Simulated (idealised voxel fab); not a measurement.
Documented hereafter: the process module known as voxel released beams.
The figure presents cross-section cut, which has a width of 295 nm and is divided into square cells with an edge length of 5 nm.
Heads up, the way a cross-section reads in here is a grid of square cells, handed over as bands from the top down, with every band being one or more rows of cells. Heads up on the band format: heights come first, top then bottom, in nm. After that it's the materials left to right, each with its width in nm. A single material flagged "everywhere" fills the whole band edge to edge, and "blank" means there's empty space there. Measure heights from 0. That's the level where, below it, the as-received wafer is all one material. The lowest band is bottomless and extends downward; write it as in "0 -> down". A width given as "30..40" starts at the first number in the band's top row and ends at the second number in its bottom row, shifting by an equal amount at every step from row to row. "remained the same" -> step changed no cross-section cell. "Fully sealed cavities" enumerates empty spaces isolated from the top, with no open way to it, that contain at least 8 cells, giving each as width x height at distance from the left edge, all three in nm. What comes after the settings on a step's line is commentary from the simulator itself on that step. Among the settings permitted on a step's line is "overlay nm"; applied to a step with a mask, it specifies the extent to which the mask lay to the right of its planned position, whereas a negative figure signifies a position to the left.
# The steps planned for the process are as follows
1: RECEIVE: material Si
2: CONFORMAL_DEP: material Al2O3, thk nm 5
3: DIRECTIONAL_DEP: material SiO2, thk nm 10
4: MASKED_ETCH: tone open, mask id ANCHOR, width nm 25, etch materials SiO2, depth nm 10, overlay nm 0
5: CONFORMAL_DEP: material W, thk nm 10
6: MASKED_ETCH: tone cover, mask id BEAM, width nm 105, etch materials W, depth nm 10, overlay nm 0
7: STRIP: etch materials SiO2
Variable across wafers: step 4 width nm (plan value is that of the first wafer; starting state common to all).
# First wafer of several, as received: cross-section after step 1
	0 -> down  Si everywhere
	Fully sealed cavities: none
# Note: the following table is arranged by wafer, a row apiece. Each row reports the end-of-module state: per material, cells gained (+) or cells lost (-) compared with the wafer as received; closed voids follow
width nm 25; +59 Al2O3; +50 W; Fully sealed cavities: none
width nm 30; +59 Al2O3; +50 W; Fully sealed cavities: none
width nm 35; +59 Al2O3; +50 W; Fully sealed cavities: none
width nm 40; +59 Al2O3; +50 W; Fully sealed cavities: none
width nm 45; +59 Al2O3; +50 W; Fully sealed cavities: none
width nm 50; +59 Al2O3; +50 W; Fully sealed cavities: none
